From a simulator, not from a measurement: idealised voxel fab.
This is a process module. Its name is voxel quadruple lines.
FYI the section here is cut, 240 nm wide, cells are 5 nm squares.
A cross-section is a grid of square cells, given in bands from the top down. A band is one or more rows of cells. Top, bottom (nm), then materials left to right with widths (nm); lone material tagged "everywhere" fills the whole band edge to edge; "blank" = empty space. Below 0: as-received wafer, all one material; heights counted from there. Lowest band: no bottom, goes on down, written "0 nm and below". A width given as "30 to 40" starts at the first number in the band's top row and ends at the second number in its bottom row, shifting by an equal amount at every step from row to row. Where the words "no modification" appear for a step, the cross-section shows no cell changed by that step; every cell remained as before. The label "Catalogued sealed voids" introduces a list of the empty spaces, 8 cells or larger, that have no open way up to the top; each entry in it reads width x height at distance, where the distance is taken from the left edge and all three are stated in nm. Where a step's line continues beyond its settings, the continuation is a remark by the simulator itself on that step. overlay nm: step with mask; distance mask lay right of planned place; negative value = left of planned place.
Process steps foreseen in the plan
1 RECEIVE,material Si
2 CONFORMAL_DEP,material SiO2,thk nm 5
3 DIRECTIONAL_DEP,material W,thk nm 10
4 DIRECTIONAL_DEP,material polySi,thk nm 15
5 DIRECTIONAL_DEP,material aC,thk nm 20
6 PATTERN,tone cover,mask id MANDREL,material resist,width nm 25,pitch nm 80,thk nm 30,overlay nm 0
7 DIRECTIONAL_ETCH,etch materials aC,depth nm 20
8 STRIP,etch materials resist
9 CONFORMAL_DEP,material SiO2,thk nm 15
10 DIRECTIONAL_ETCH,etch materials SiO2,depth nm 15
11 STRIP,etch materials aC
12 DIRECTIONAL_ETCH,etch materials polySi,depth nm 15
13 STRIP,etch materials SiO2
14 CONFORMAL_DEP,material SiN,thk nm 5
15 DIRECTIONAL_ETCH,etch materials SiN,depth nm 5
16 STRIP,etch materials polySi
17 DIRECTIONAL_ETCH,etch materials W,depth nm 5
18 STRIP,etch materials SiN
Quick note for whoever runs this: the wafers start identical, but the depth nm at step 17 isn't the same across them. The plan just shows what the first wafer had.
Cross-section of the first of several wafers as received (after step 1)
  0 nm and below = Si everywhere
  Catalogued sealed voids: none
Every row in this table is a wafer at the end of the module, and it gives, for each of the materials, the cells that wafer has gained (+) or lost (-) since it was received, then its closed voids
depth nm 5, +48 SiO2, +56 W, Catalogued sealed voids: none
depth nm 10, +48 SiO2, +16 W, Catalogued sealed voids: none
depth nm 15, +48 SiO2, +16 W, Catalogued sealed voids: none
depth nm 20, +48 SiO2, +16 W, Catalogued sealed voids: none
depth nm 25, +48 SiO2, +16 W, Catalogued sealed voids: none
